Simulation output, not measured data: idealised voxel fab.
process module | voxel transistor to metal
cross-section cut | 150 nm wide | cells 5 nm
A cross-section is a grid of square cells, given in bands from the top down. A band is one or more rows of cells.
Each band's line starts with the height of the band's top and of its bottom, in nm. Then come its materials from left to right, each with its width in nm. One material with "throughout" fills the band from edge to edge. "air" is empty space.
Height 0 is the level under which the wafer as received is all one material. The lowest band goes on downwards, as in "0 down".
A width such as "30 to 40" changes by the same amount from each row of cells to the next, from the band's top row to its bottom row.
"no change" after a step means that no cell of the cross-section changed.
closed voids: empty space of 8 cells or more with no open way to the top, each as width x height at its distance from the left edge, in nm
after a step's settings: what the simulator itself notes on the step
overlay nm, on a step with a mask: how far to the right of its planned place the mask lay; to the left if negative
plan
1 op RECEIVE | material Si
2 op OXIDIZE | depth nm 5
3 op CONFORMAL_DEP | material SiN | thk nm 15
4 op DIRECTIONAL_DEP | material aC | thk nm 15
5 op PATTERN | tone cover | mask id ACTIVE | material resist | width nm 95 | thk nm 30 | overlay nm 0
6 op DIRECTIONAL_ETCH | etch materials aC | depth nm 15
7 op STRIP | etch materials resist
8 op DIRECTIONAL_ETCH | etch materials SiN | depth nm 15
9 op DIRECTIONAL_ETCH | etch materials SiO2 | depth nm 5
10 op DIRECTIONAL_ETCH | etch materials Si | depth nm 35
11 op STRIP | etch materials aC
12 op OXIDIZE | depth nm 5
13 op FILL_DEP | material SiO2 | thk nm 5
14 op CMP | height nm 15
15 op SELECTIVE_ETCH | etch materials SiO2 | depth nm 5
16 op STRIP | etch materials SiN
17 op SELECTIVE_ETCH | etch materials SiO2 | depth nm 5
18 op OXIDIZE | depth nm 5
19 op DIRECTIONAL_DEP | material polySi | thk nm 25
20 op DIRECTIONAL_DEP | material SiCN | thk nm 15
21 op DIRECTIONAL_DEP | material aC | thk nm 10
22 op PATTERN | tone cover | mask id GATE | material resist | width nm 15 | thk nm 30 | overlay nm 0
23 op DIRECTIONAL_ETCH | etch materials aC | depth nm 10
24 op STRIP | etch materials resist
25 op DIRECTIONAL_ETCH | etch materials SiCN | depth nm 25
26 op DIRECTIONAL_ETCH | etch materials polySi | depth nm 35
27 op STRIP | etch materials aC
28 op CONFORMAL_DEP | material SiO2 | thk nm 5
29 op DIRECTIONAL_ETCH | etch materials SiO2 | depth nm 5
30 op CONFORMAL_DEP | material SiN | thk nm 10
31 op DIRECTIONAL_ETCH | etch materials SiN | depth nm 10
32 op DIRECTIONAL_ETCH | etch materials SiO2 | depth nm 5
33 op EPI | material SiGe | thk nm 5
34 op FILL_DEP | material SiO2 | thk nm 10
35 op CMP | height nm 35
36 op DIRECTIONAL_DEP | material SiO2 | thk nm 15
37 op MASKED_ETCH | tone open | mask id CONTACT | width nm 30 | pitch nm 55 | etch materials SiO2 | depth nm 55 | overlay nm 0
38 op CONFORMAL_DEP | material TiN | thk nm 5
39 op FILL_DEP | material W | thk nm 5
40 op CMP | height nm 50
41 op CONFORMAL_DEP | material SiN | thk nm 5
42 op DIRECTIONAL_DEP | material lowk | thk nm 15
43 op MASKED_ETCH | tone open | mask id METAL_1 | width nm 15 | pitch nm 70 | etch materials lowk | depth nm 15 | overlay nm 0
44 op MASKED_ETCH | tone open | mask id METAL_1 | width nm 15 | pitch nm 70 | etch materials SiN | depth nm 5 | overlay nm 0
45 op CONFORMAL_DEP | material TiN | thk nm 5
46 op FILL_DEP | material Cu | thk nm 5
47 op CMP | height nm 70
48 op CONFORMAL_DEP | material SiCN | thk nm 5
as received, after step 1
  0 down: Si throughout
  closed voids: none
first wafer at the end, as planned
  75 to 70: SiCN throughout
  70 to 55: lowk 30 | TiN 5 | Cu 5 | TiN 5 | lowk 55 | TiN 5 | Cu 5 | TiN 5 | lowk 35
  55 to 50: SiN 30 | TiN 15 | SiN 55 | TiN 15 | SiN 35
  50 to 40: SiO2 30 | TiN 5 | W 20 | TiN 5 | SiO2 25 | TiN 5 | W 20 | TiN 5 | SiO2 35
  40 to 35: SiO2 30 | TiN 5 | W 10 | TiN 15 | SiO2 25 | TiN 15 | W 10 | TiN 5 | SiO2 35
  35 to 20: SiO2 30 | TiN 5 | W 10 | TiN 5 | SiN 10 | SiO2 5 | SiCN 15 | SiO2 5 | SiN 10 | TiN 5 | W 10 | TiN 5 | SiO2 35
  20 to 10: SiO2 30 | TiN 5 | W 10 | TiN 5 | SiN 10 | SiO2 5 | polySi 15 | SiO2 5 | SiN 10 | TiN 5 | W 10 | TiN 5 | SiO2 35
  10 to 5: SiO2 30 | TiN 10 | W 5 | TiN 5 | SiN 10 | SiO2 5 | polySi 15 | SiO2 5 | SiN 10 | TiN 5 | W 5 | TiN 10 | SiO2 35
  5 to 0: SiO2 25 | SiN 10 | TiN 5 | W 5 | TiN 5 | SiN 10 | SiO2 5 | polySi 15 | SiO2 5 | SiN 10 | TiN 5 | W 5 | TiN 5 | SiN 10 | SiO2 30
  0 to -5: SiO2 25 | SiN 10 | TiN 15 | SiN 10 | SiO2 5 | polySi 15 | SiO2 5 | SiN 10 | TiN 15 | SiN 10 | SiO2 30
  -5 to -10: SiO2 35 | SiGe 15 | SiO2 45 | SiGe 15 | SiO2 40
  -10 to -45: SiO2 30 | Si 85 | SiO2 35
  -45 down: Si throughout
  closed voids: none
second wafer at the end: like start, like plan, one mistake
  75 to 70: SiCN throughout
  70 to 55: lowk 30 | TiN 5 | Cu 5 | TiN 5 | lowk 55 | TiN 5 | Cu 5 | TiN 5 | lowk 35
  55 to 50: SiN 30 | TiN 15 | SiN 55 | TiN 15 | SiN 35
  50 to 40: SiO2 25 | TiN 5 | W 30 | TiN 5 | SiO2 15 | TiN 5 | W 30 | TiN 5 | SiO2 30
  40 to 35: SiO2 25 | TiN 5 | W 15 | TiN 20 | SiO2 15 | TiN 20 | W 15 | TiN 5 | SiO2 30
  35 to 20: SiO2 25 | TiN 5 | W 15 | TiN 5 | SiN 10 | TiN 5 | SiCN 15 | TiN 5 | SiN 10 | TiN 5 | W 15 | TiN 5 | SiO2 30
  20 to 10: SiO2 25 | TiN 5 | W 15 | TiN 5 | SiN 10 | TiN 5 | polySi 15 | TiN 5 | SiN 10 | TiN 5 | W 15 | TiN 5 | SiO2 30
  10 to 5: SiO2 25 | TiN 15 | W 5 | TiN 5 | SiN 10 | TiN 5 | polySi 15 | TiN 5 | SiN 10 | TiN 5 | W 5 | TiN 15 | SiO2 30
  5 to 0: SiO2 25 | SiN 10 | TiN 5 | W 5 | TiN 5 | SiN 10 | TiN 5 | polySi 15 | TiN 5 | SiN 10 | TiN 5 | W 5 | TiN 5 | SiN 10 | SiO2 30
  0 to -5: SiO2 25 | SiN 10 | TiN 15 | SiN 10 | TiN 5 | polySi 15 | TiN 5 | SiN 10 | TiN 15 | SiN 10 | SiO2 30
  -5 to -10: SiO2 35 | SiGe 15 | SiO2 45 | SiGe 15 | SiO2 40
  -10 to -45: SiO2 30 | Si 85 | SiO2 35
  -45 down: Si throughout
  closed voids: none
what went wrong: step 37 ran as: op MASKED_ETCH | tone open | mask id CONTACT | width nm 40 | pitch nm 55 | etch materials SiO2 | depth nm 55 | overlay nm 0
at the end the second wafer has, in cells: 40 fewer of SiO2 | 20 more of TiN | 20 more of W
